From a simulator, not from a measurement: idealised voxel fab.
process module | voxel self aligned contacts
cross-section cut | 205 nm wide | cells 5 nm
A cross-section is a grid of square cells, given in bands from the top down. A band is one or more rows of cells.
Each band's line starts with the height of the band's top and of its bottom, in nm. Then come its materials from left to right, each with its width in nm. One material with "throughout" fills the band from edge to edge. "air" is empty space.
Height 0 is the level under which the wafer as received is all one material. The lowest band goes on downwards, as in "0 down".
A width such as "30 to 40" changes by the same amount from each row of cells to the next, from the band's top row to its bottom row.
"no change" after a step means that no cell of the cross-section changed.
closed voids: empty space of 8 cells or more with no open way to the top, each as width x height at its distance from the left edge, in nm
after a step's settings: what the simulator itself notes on the step
overlay nm, on a step with a mask: how far to the right of its planned place the mask lay; to the left if negative
plan
1 op RECEIVE | material Si
2 op CONFORMAL_DEP | material SiO2 | thk nm 5
3 op DIRECTIONAL_DEP | material polySi | thk nm 25
4 op DIRECTIONAL_DEP | material SiN | thk nm 20
5 op PATTERN | tone cover | mask id GATE | material resist | width nm 35 | pitch nm 70 | thk nm 15 | overlay nm 0
6 op DIRECTIONAL_ETCH | etch materials SiN | depth nm 20
7 op DIRECTIONAL_ETCH | etch materials polySi | depth nm 25
8 op STRIP | etch materials resist
9 op CONFORMAL_DEP | material SiN | thk nm 5
10 op DIRECTIONAL_ETCH | etch materials SiN | depth nm 5
11 op FILL_DEP | material SiO2 | thk nm 10
12 op CMP | height nm 55
13 op DIRECTIONAL_DEP | material aC | thk nm 10
14 op PATTERN | tone open | mask id CONTACT | material resist | width nm 55 | pitch nm 70 | thk nm 25 | overlay nm 0
15 op DIRECTIONAL_ETCH | etch materials aC | depth nm 10
16 op STRIP | etch materials resist
17 op DIRECTIONAL_ETCH | etch materials SiO2 | depth nm 55
18 op STRIP | etch materials aC
19 op CONFORMAL_DEP | material TiN | thk nm 5
20 op FILL_DEP | material Ru | thk nm 5
21 op CMP | height nm 55
22 op CONFORMAL_DEP | material SiN | thk nm 5
first wafer, as planned
as received, after step 1
  0 down: Si throughout
  closed voids: none
after step 2
  5 to 0: SiO2 throughout
  below 0: unchanged
after step 3
  30 to 5: polySi throughout
  below 5: unchanged
after step 4
  50 to 30: SiN throughout
  below 30: unchanged
after step 5
  65 to 50: air 15 | resist 35 | air 35 | resist 35 | air 35 | resist 35 | air 15
  below 50: unchanged
after step 6
  65 to 50: air 15 | resist 35 | air 35 | resist 35 | air 35 | resist 35 | air 15
  50 to 30: air 15 | SiN 35 | air 35 | SiN 35 | air 35 | SiN 35 | air 15
  below 30: unchanged
after step 7
  65 to 50: air 15 | resist 35 | air 35 | resist 35 | air 35 | resist 35 | air 15
  50 to 30: air 15 | SiN 35 | air 35 | SiN 35 | air 35 | SiN 35 | air 15
  30 to 5: air 15 | polySi 35 | air 35 | polySi 35 | air 35 | polySi 35 | air 15
  below 5: unchanged
after step 8
  50 to 30: air 15 | SiN 35 | air 35 | SiN 35 | air 35 | SiN 35 | air 15
  below 30: unchanged
after step 9
  55 to 30: air 10 | SiN 45 | air 25 | SiN 45 | air 25 | SiN 45 | air 10
  30 to 10: air 10 | SiN 5 | polySi 35 | SiN 5 | air 25 | SiN 5 | polySi 35 | SiN 5 | air 25 | SiN 5 | polySi 35 | SiN 5 | air 10
  10 to 5: SiN 15 | polySi 35 | SiN 35 | polySi 35 | SiN 35 | polySi 35 | SiN 15
  below 5: unchanged
after step 10
  50 to 30: air 10 | SiN 45 | air 25 | SiN 45 | air 25 | SiN 45 | air 10
  30 to 5: air 10 | SiN 5 | polySi 35 | SiN 5 | air 25 | SiN 5 | polySi 35 | SiN 5 | air 25 | SiN 5 | polySi 35 | SiN 5 | air 10
  below 5: unchanged
after step 11
  60 to 50: SiO2 throughout
  50 to 30: SiO2 10 | SiN 45 | SiO2 25 | SiN 45 | SiO2 25 | SiN 45 | SiO2 10
  30 to 5: SiO2 10 | SiN 5 | polySi 35 | SiN 5 | SiO2 25 | SiN 5 | polySi 35 | SiN 5 | SiO2 25 | SiN 5 | polySi 35 | SiN 5 | SiO2 10
  below 5: unchanged
after step 12
  55 to 50: SiO2 throughout
  below 50: unchanged
after step 13
  65 to 55: aC throughout
  below 55: unchanged
after step 14
  90 to 65: resist 40 | air 55 | resist 15 | air 55 | resist 40
  below 65: unchanged
after step 15
  80 to 65: resist 40 | air 55 | resist 15 | air 55 | resist 40
  65 to 55: aC 40 | air 55 | aC 15 | air 55 | aC 40
  below 55: unchanged
after step 16
  65 to 55: aC 40 | air 55 | aC 15 | air 55 | aC 40
  below 55: unchanged
after step 17
  65 to 55: aC 40 | air 55 | aC 15 | air 55 | aC 40
  55 to 50: SiO2 40 | air 55 | SiO2 15 | air 55 | SiO2 40
  50 to 30: SiO2 10 | SiN 45 | air 25 | SiN 45 | air 25 | SiN 45 | SiO2 10
  30 to 5: SiO2 10 | SiN 5 | polySi 35 | SiN 5 | air 25 | SiN 5 | polySi 35 | SiN 5 | air 25 | SiN 5 | polySi 35 | SiN 5 | SiO2 10
  5 to 0: SiO2 55 | air 25 | SiO2 45 | air 25 | SiO2 55
  below 0: unchanged
after step 18
  55 to 50: SiO2 40 | air 55 | SiO2 15 | air 55 | SiO2 40
  below 50: unchanged
after step 19
  60 to 55: TiN 45 | air 45 | TiN 25 | air 45 | TiN 45
  55 to 50: SiO2 40 | TiN 20 | air 15 | TiN 20 | SiO2 15 | TiN 20 | air 15 | TiN 20 | SiO2 40
  50 to 30: SiO2 10 | SiN 45 | TiN 5 | air 15 | TiN 5 | SiN 45 | TiN 5 | air 15 | TiN 5 | SiN 45 | SiO2 10
  30 to 5: SiO2 10 | SiN 5 | polySi 35 | SiN 5 | TiN 5 | air 15 | TiN 5 | SiN 5 | polySi 35 | SiN 5 | TiN 5 | air 15 | TiN 5 | SiN 5 | polySi 35 | SiN 5 | SiO2 10
  5 to 0: SiO2 55 | TiN 25 | SiO2 45 | TiN 25 | SiO2 55
  below 0: unchanged
after step 20
  65 to 60: Ru throughout
  60 to 55: TiN 45 | Ru 45 | TiN 25 | Ru 45 | TiN 45
  55 to 50: SiO2 40 | TiN 20 | Ru 15 | TiN 20 | SiO2 15 | TiN 20 | Ru 15 | TiN 20 | SiO2 40
  50 to 30: SiO2 10 | SiN 45 | TiN 5 | Ru 15 | TiN 5 | SiN 45 | TiN 5 | Ru 15 | TiN 5 | SiN 45 | SiO2 10
  30 to 5: SiO2 10 | SiN 5 | polySi 35 | SiN 5 | TiN 5 | Ru 15 | TiN 5 | SiN 5 | polySi 35 | SiN 5 | TiN 5 | Ru 15 | TiN 5 | SiN 5 | polySi 35 | SiN 5 | SiO2 10
  below 5: unchanged
after step 21
  55 to 50: SiO2 40 | TiN 20 | Ru 15 | TiN 20 | SiO2 15 | TiN 20 | Ru 15 | TiN 20 | SiO2 40
  below 50: unchanged
after step 22
  60 to 55: SiN throughout
  below 55: unchanged
second wafer: like start, like plan, one mistake. Through step 20 it matches the first wafer
when step 21 should have ended
  45 to 30: SiO2 10 | SiN 45 | TiN 5 | Ru 15 | TiN 5 | SiN 45 | TiN 5 | Ru 15 | TiN 5 | SiN 45 | SiO2 10
  below 30: unchanged
when step 22 should have ended
  50 to 45: SiN throughout
  below 45: unchanged
what went wrong: step 21 ran as: op CMP | height nm 45
at the end the second wafer has, in cells: 12 fewer of Ru | 27 fewer of SiN | 23 fewer of SiO2 | 20 fewer of TiN
